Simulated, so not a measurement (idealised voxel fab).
Title: Process Module voxel air gaps
For reference, the cross-section in this document is cut, with width 265 nm and square cells of 5 nm.
A cross-section in this document is a grid of square cells, and it is written down as bands, the top band listed before the ones below it; a band is made up of one or more rows of cells.
First you get the band's top height and its bottom height, in nm, and then the materials it's made of, left to right, with each width in nm. If you see a single material with "full width", that one covers the band edge to edge. "empty" is empty space.
It should be noted that heights are counted from 0, beneath which the wafer as supplied is of one material throughout, and that the lowest band possesses no lower boundary but continues downward, as written in "z 0 and below".
You'd read "30 to 40" like this: the band's top row of cells is as wide as the first number, its bottom row is as wide as the second, and going down, every row changes width by the same amount as the row before did.
It should be understood that the words "nothing was modified", when stated for a given step, signify that the cross-section underwent no change in any of its cells during that step.
You'll see "Completely enclosed voids" listing empty spaces that have no way open to the top, as long as they're 8 cells or more; the notation is width x height at distance, where the distance is from the left edge, and all of it is in nm.
Past the settings on a step's line: simulator remark, on that step.
"overlay nm" on a masked step: distance the mask lay right of its planned place, negative for left.
**Below is the list of planned process steps**
1. RECEIVE,material Si
2. CONFORMAL_DEP,material SiO2,thk nm 15
3. CONFORMAL_DEP,material SiCN,thk nm 5
4. DIRECTIONAL_DEP,material lowk,thk nm 35
5. MASKED_ETCH,tone open,mask id LINES,width nm 20,pitch nm 50,etch materials lowk,depth nm 35,overlay nm 0
6. CONFORMAL_DEP,material TiN,thk nm 5
7. FILL_DEP,material Ru,thk nm 5
8. CMP,height nm 55
9. EPI,material Ru,thk nm 10
10. SELECTIVE_ETCH,etch materials lowk,depth nm 45
11. CONFORMAL_DEP,material SiCN,thk nm 5
**Run as planned: first of two wafers**
**Wafer at receipt (post step 1), cross-section**
> z 0 and below = Si full width
> Completely enclosed voids: none
**The following cross-section depicts the wafer upon completion of step 2**
> z 15 to 0 = SiO2 full width
> Anything lower than 0 is untouched.
**The following cross-section depicts the wafer upon completion of step 3**
> z 20 to 15 = SiCN full width
> Anything lower than 15 is untouched.
**The following cross-section depicts the wafer upon completion of step 4**
> z 55 to 20 = lowk full width
> Anything lower than 20 is untouched.
**The following cross-section depicts the wafer upon completion of step 5**
> z 55 to 20 = 70 nm lowk | 20 nm empty | 30 nm lowk | 20 nm empty | 30 nm lowk | 20 nm empty | 75 nm lowk
> Anything lower than 20 is untouched.
**The following cross-section depicts the wafer upon completion of step 6**
> z 60 to 55 = 75 nm TiN | 10 nm empty | 40 nm TiN | 10 nm empty | 40 nm TiN | 10 nm empty | 80 nm TiN
> z 55 to 25 = 70 nm lowk | 5 nm TiN | 10 nm empty | 5 nm TiN | 30 nm lowk | 5 nm TiN | 10 nm empty | 5 nm TiN | 30 nm lowk | 5 nm TiN | 10 nm empty | 5 nm TiN | 75 nm lowk
> z 25 to 20 = 70 nm lowk | 20 nm TiN | 30 nm lowk | 20 nm TiN | 30 nm lowk | 20 nm TiN | 75 nm lowk
> Anything lower than 20 is untouched.
**The following cross-section depicts the wafer upon completion of step 7**
> z 65 to 60 = Ru full width
> z 60 to 55 = 75 nm TiN | 10 nm Ru | 40 nm TiN | 10 nm Ru | 40 nm TiN | 10 nm Ru | 80 nm TiN
> z 55 to 25 = 70 nm lowk | 5 nm TiN | 10 nm Ru | 5 nm TiN | 30 nm lowk | 5 nm TiN | 10 nm Ru | 5 nm TiN | 30 nm lowk | 5 nm TiN | 10 nm Ru | 5 nm TiN | 75 nm lowk
> Anything lower than 25 is untouched.
**The following cross-section depicts the wafer upon completion of step 8**
> z 55 to 25 = 70 nm lowk | 5 nm TiN | 10 nm Ru | 5 nm TiN | 30 nm lowk | 5 nm TiN | 10 nm Ru | 5 nm TiN | 30 nm lowk | 5 nm TiN | 10 nm Ru | 5 nm TiN | 75 nm lowk
> Anything lower than 25 is untouched.
**The following cross-section depicts the wafer upon completion of step 9**
> z 65 to 55 = 60 nm empty | 40 nm Ru | 10 nm empty | 40 nm Ru | 10 nm empty | 40 nm Ru | 65 nm empty
> Anything lower than 55 is untouched.
**The following cross-section depicts the wafer upon completion of step 10**
> z 65 to 55 = 60 nm empty | 40 nm Ru | 10 nm empty | 40 nm Ru | 10 nm empty | 40 nm Ru | 65 nm empty
> z 55 to 25 = 70 nm empty | 5 nm TiN | 10 nm Ru | 5 nm TiN | 30 nm empty | 5 nm TiN | 10 nm Ru | 5 nm TiN | 30 nm empty | 5 nm TiN | 10 nm Ru | 5 nm TiN | 75 nm empty
> z 25 to 20 = 70 nm empty | 20 nm TiN | 30 nm empty | 20 nm TiN | 30 nm empty | 20 nm TiN | 75 nm empty
> Anything lower than 20 is untouched.
**The following cross-section depicts the wafer upon completion of step 11**
> z 70 to 65 = 55 nm empty | 150 nm SiCN | 60 nm empty
> z 65 to 55 = 55 nm empty | 5 nm SiCN | 40 nm Ru | 10 nm SiCN | 40 nm Ru | 10 nm SiCN | 40 nm Ru | 5 nm SiCN | 60 nm empty
> z 55 to 50 = 55 nm empty | 15 nm SiCN | 5 nm TiN | 10 nm Ru | 5 nm TiN | 30 nm SiCN | 5 nm TiN | 10 nm Ru | 5 nm TiN | 30 nm SiCN | 5 nm TiN | 10 nm Ru | 5 nm TiN | 15 nm SiCN | 60 nm empty
> z 50 to 25 = 65 nm empty | 5 nm SiCN | 5 nm TiN | 10 nm Ru | 5 nm TiN | 5 nm SiCN | 20 nm empty | 5 nm SiCN | 5 nm TiN | 10 nm Ru | 5 nm TiN | 5 nm SiCN | 20 nm empty | 5 nm SiCN | 5 nm TiN | 10 nm Ru | 5 nm TiN | 5 nm SiCN | 70 nm empty
> z 25 to 20 = 70 nm SiCN | 20 nm TiN | 30 nm SiCN | 20 nm TiN | 30 nm SiCN | 20 nm TiN | 75 nm SiCN
> Anything lower than 20 is untouched.
> Completely enclosed voids: 20 x 25 at 95; 20 x 25 at 145
**Second wafer: same start and same plan as the first, one execution error; identical to the first through step 2**
Second wafer at the planned finish of step 3, seen in cross-section: nothing was modified
**Second wafer at the planned finish of step 4, seen in cross-section**
> z 50 to 15 = lowk full width
> Anything lower than 15 is untouched.
**Second wafer at the planned finish of step 5, seen in cross-section**
> z 50 to 15 = 70 nm lowk | 20 nm empty | 30 nm lowk | 20 nm empty | 30 nm lowk | 20 nm empty | 75 nm lowk
> Anything lower than 15 is untouched.
**Second wafer at the planned finish of step 6, seen in cross-section**
> z 55 to 50 = 75 nm TiN | 10 nm empty | 40 nm TiN | 10 nm empty | 40 nm TiN | 10 nm empty | 80 nm TiN
> z 50 to 20 = 70 nm lowk | 5 nm TiN | 10 nm empty | 5 nm TiN | 30 nm lowk | 5 nm TiN | 10 nm empty | 5 nm TiN | 30 nm lowk | 5 nm TiN | 10 nm empty | 5 nm TiN | 75 nm lowk
> z 20 to 15 = 70 nm lowk | 20 nm TiN | 30 nm lowk | 20 nm TiN | 30 nm lowk | 20 nm TiN | 75 nm lowk
> Anything lower than 15 is untouched.
**Second wafer at the planned finish of step 7, seen in cross-section**
> z 60 to 55 = Ru full width
> z 55 to 50 = 75 nm TiN | 10 nm Ru | 40 nm TiN | 10 nm Ru | 40 nm TiN | 10 nm Ru | 80 nm TiN
> z 50 to 20 = 70 nm lowk | 5 nm TiN | 10 nm Ru | 5 nm TiN | 30 nm lowk | 5 nm TiN | 10 nm Ru | 5 nm TiN | 30 nm lowk | 5 nm TiN | 10 nm Ru | 5 nm TiN | 75 nm lowk
> Anything lower than 20 is untouched.
**Second wafer at the planned finish of step 8, seen in cross-section**
> z 55 to 50 = 75 nm TiN | 10 nm Ru | 40 nm TiN | 10 nm Ru | 40 nm TiN | 10 nm Ru | 80 nm TiN
> Anything lower than 50 is untouched.
**Second wafer at the planned finish of step 9, seen in cross-section**
> z 65 to 55 = Ru full width
> Anything lower than 55 is untouched.
Second wafer at the planned finish of step 10, seen in cross-section: nothing was modified
**Second wafer at the planned finish of step 11, seen in cross-section**
> z 70 to 65 = SiCN full width
> Anything lower than 65 is untouched.
Diagnosis: plan step 3: skipped, not run
Wafer comparison, final, in cells, second relative to first, materials more or fewer: Ru +64 | SiCN -131 | TiN +47 | lowk +287
The first wafer finishes with 2 closed voids, while the second finishes with 0.
